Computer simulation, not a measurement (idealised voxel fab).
The process module presented herein is designated voxel double patterning.
We display cut, a cross-section 240 nm in width whose square cells are each 5 nm.
Cross-section, as written here: a square-cell grid given band by band from the top down, where a band holds one or more rows of cells.
First you get the band's top height and its bottom height, in nm, and then the materials it's made of, left to right, with each width in nm. If you see a single material with "throughout", that one covers the band edge to edge. "air" is empty space.
Heads up on the height convention: 0 is the point under which the incoming wafer is all one material, and the lowest band has no bottom, it just keeps going down, like "top 0, no bottom".
Width spec "30->40" -> top row of cells at first value, bottom row at second value, equal per-row change in between.
The designation "no change occurred", where it is given for a processing step, indicates that no cell of the cross-section was altered in the course of that step.
"Enclosed cavity list" specifies each empty space that is not open to the top and that occupies no fewer than 8 cells, using the form width x height at distance, the distance measured from the left edge and all three quantities in nm.
Whatever follows a step's settings on its line is a remark the simulator itself makes about that step.
overlay nm: right-of-plan distance of the mask on a masked step; negative values mean left-of-plan.
## These are the steps we planned for the process
1) RECEIVE [material Si]
2) CONFORMAL_DEP [material SiO2] [thk nm 10]
3) DIRECTIONAL_DEP [material W] [thk nm 15]
4) DIRECTIONAL_DEP [material SiCN] [thk nm 5]
5) PATTERN [tone open] [mask id FIRST] [material resist] [width nm 15] [pitch nm 50] [thk nm 15] [overlay nm 0]
6) DIRECTIONAL_ETCH [etch materials SiCN] [depth nm 5]
7) STRIP [etch materials resist]
8) DIRECTIONAL_DEP [material aC] [thk nm 10]
9) PATTERN [tone open] [mask id SECOND] [material resist] [width nm 15] [thk nm 30] [overlay nm 0]
10) DIRECTIONAL_ETCH [etch materials aC] [depth nm 10]
11) STRIP [etch materials resist]
12) DIRECTIONAL_ETCH [etch materials SiCN] [depth nm 5]
13) STRIP [etch materials aC]
14) DIRECTIONAL_ETCH [etch materials W] [depth nm 15]
15) STRIP [etch materials SiCN]
## Concerning the first of two wafers, which was run in accordance with the plan
## Wafer cross-section on receipt, i.e. after step 1
> top 0, no bottom = Si throughout
> Enclosed cavity list: none
## You're looking at a cross-section of the wafer after step 2
> top 10, bottom 0 = SiO2 throughout
> Under 0: no change, same as before.
## You're looking at a cross-section of the wafer after step 3
> top 25, bottom 10 = W throughout
> Under 10: no change, same as before.
## You're looking at a cross-section of the wafer after step 4
> top 30, bottom 25 = SiCN throughout
> Under 25: no change, same as before.
## You're looking at a cross-section of the wafer after step 5
> top 45, bottom 30 = resist: 85 / air: 15 / resist: 35 / air: 15 / resist: 90
> Under 30: no change, same as before.
## You're looking at a cross-section of the wafer after step 6
> top 45, bottom 30 = resist: 85 / air: 15 / resist: 35 / air: 15 / resist: 90
> top 30, bottom 25 = SiCN: 85 / air: 15 / SiCN: 35 / air: 15 / SiCN: 90
> Under 25: no change, same as before.
## You're looking at a cross-section of the wafer after step 7
> top 30, bottom 25 = SiCN: 85 / air: 15 / SiCN: 35 / air: 15 / SiCN: 90
> Under 25: no change, same as before.
## You're looking at a cross-section of the wafer after step 8
> top 40, bottom 35 = aC: 85 / air: 15 / aC: 35 / air: 15 / aC: 90
> top 35, bottom 30 = aC throughout
> top 30, bottom 25 = SiCN: 85 / aC: 15 / SiCN: 35 / aC: 15 / SiCN: 90
> Under 25: no change, same as before.
## You're looking at a cross-section of the wafer after step 9
> top 70, bottom 40 = resist: 110 / air: 15 / resist: 115
> top 40, bottom 35 = aC: 85 / resist: 15 / aC: 35 / resist: 15 / aC: 90
> Under 35: no change, same as before.
## You're looking at a cross-section of the wafer after step 10
> top 60, bottom 40 = resist: 110 / air: 15 / resist: 115
> top 40, bottom 35 = aC: 85 / resist: 15 / aC: 10 / air: 15 / aC: 10 / resist: 15 / aC: 90
> top 35, bottom 30 = aC: 110 / air: 15 / aC: 115
> Under 30: no change, same as before.
## You're looking at a cross-section of the wafer after step 11
> top 40, bottom 35 = aC: 85 / air: 15 / aC: 10 / air: 15 / aC: 10 / air: 15 / aC: 90
> Under 35: no change, same as before.
## You're looking at a cross-section of the wafer after step 12
> top 40, bottom 35 = aC: 85 / air: 15 / aC: 10 / air: 15 / aC: 10 / air: 15 / aC: 90
> top 35, bottom 30 = aC: 110 / air: 15 / aC: 115
> top 30, bottom 25 = SiCN: 85 / aC: 15 / SiCN: 10 / air: 15 / SiCN: 10 / aC: 15 / SiCN: 90
> Under 25: no change, same as before.
## You're looking at a cross-section of the wafer after step 13
> top 30, bottom 25 = SiCN: 85 / air: 15 / SiCN: 10 / air: 15 / SiCN: 10 / air: 15 / SiCN: 90
> Under 25: no change, same as before.
## You're looking at a cross-section of the wafer after step 14
> top 30, bottom 25 = SiCN: 85 / air: 15 / SiCN: 10 / air: 15 / SiCN: 10 / air: 15 / SiCN: 90
> top 25, bottom 10 = W: 85 / air: 15 / W: 10 / air: 15 / W: 10 / air: 15 / W: 90
> Under 10: no change, same as before.
## You're looking at a cross-section of the wafer after step 15
> top 25, bottom 10 = W: 85 / air: 15 / W: 10 / air: 15 / W: 10 / air: 15 / W: 90
> Under 10: no change, same as before.
## Second Wafer (Identical Start and Plan, One Processing Error; Matches First Wafer Through Step 1)
## Here is the second wafer in cross-section at the point where step 2 of the plan should have been done
> top 15, bottom 0 = W throughout
> Under 0: no change, same as before.
## Here is the second wafer in cross-section at the point where step 3 of the plan should have been done
> top 25, bottom 15 = SiO2 throughout
> Under 15: no change, same as before.
## Here is the second wafer in cross-section at the point where step 4 of the plan should have been done
> top 30, bottom 25 = SiCN throughout
> Under 25: no change, same as before.
## Here is the second wafer in cross-section at the point where step 5 of the plan should have been done
> top 45, bottom 30 = resist: 85 / air: 15 / resist: 35 / air: 15 / resist: 90
> Under 30: no change, same as before.
## Here is the second wafer in cross-section at the point where step 6 of the plan should have been done
> top 45, bottom 30 = resist: 85 / air: 15 / resist: 35 / air: 15 / resist: 90
> top 30, bottom 25 = SiCN: 85 / air: 15 / SiCN: 35 / air: 15 / SiCN: 90
> Under 25: no change, same as before.
## Here is the second wafer in cross-section at the point where step 7 of the plan should have been done
> top 30, bottom 25 = SiCN: 85 / air: 15 / SiCN: 35 / air: 15 / SiCN: 90
> Under 25: no change, same as before.
## Here is the second wafer in cross-section at the point where step 8 of the plan should have been done
> top 40, bottom 35 = aC: 85 / air: 15 / aC: 35 / air: 15 / aC: 90
> top 35, bottom 30 = aC throughout
> top 30, bottom 25 = SiCN: 85 / aC: 15 / SiCN: 35 / aC: 15 / SiCN: 90
> Under 25: no change, same as before.
## Here is the second wafer in cross-section at the point where step 9 of the plan should have been done
> top 70, bottom 40 = resist: 110 / air: 15 / resist: 115
> top 40, bottom 35 = aC: 85 / resist: 15 / aC: 35 / resist: 15 / aC: 90
> Under 35: no change, same as before.
## Here is the second wafer in cross-section at the point where step 10 of the plan should have been done
> top 60, bottom 40 = resist: 110 / air: 15 / resist: 115
> top 40, bottom 35 = aC: 85 / resist: 15 / aC: 10 / air: 15 / aC: 10 / resist: 15 / aC: 90
> top 35, bottom 30 = aC: 110 / air: 15 / aC: 115
> Under 30: no change, same as before.
## Here is the second wafer in cross-section at the point where step 11 of the plan should have been done
> top 40, bottom 35 = aC: 85 / air: 15 / aC: 10 / air: 15 / aC: 10 / air: 15 / aC: 90
> Under 35: no change, same as before.
## Here is the second wafer in cross-section at the point where step 12 of the plan should have been done
> top 40, bottom 35 = aC: 85 / air: 15 / aC: 10 / air: 15 / aC: 10 / air: 15 / aC: 90
> top 35, bottom 30 = aC: 110 / air: 15 / aC: 115
> top 30, bottom 25 = SiCN: 85 / aC: 15 / SiCN: 10 / air: 15 / SiCN: 10 / aC: 15 / SiCN: 90
> Under 25: no change, same as before.
## Here is the second wafer in cross-section at the point where step 13 of the plan should have been done
> top 30, bottom 25 = SiCN: 85 / air: 15 / SiCN: 10 / air: 15 / SiCN: 10 / air: 15 / SiCN: 90
> Under 25: no change, same as before.
Here is the second wafer in cross-section at the point where step 14 of the plan should have been done: no change occurred
## Here is the second wafer in cross-section at the point where step 15 of the plan should have been done
> top 25, bottom 15 = SiO2 throughout
> Under 15: no change, same as before.
Misprocessing identified: transposition of steps 2 and 3 relative to the planned sequence
The second wafer ends with more or fewer cells of some materials than the first, per final count: 27 more of W
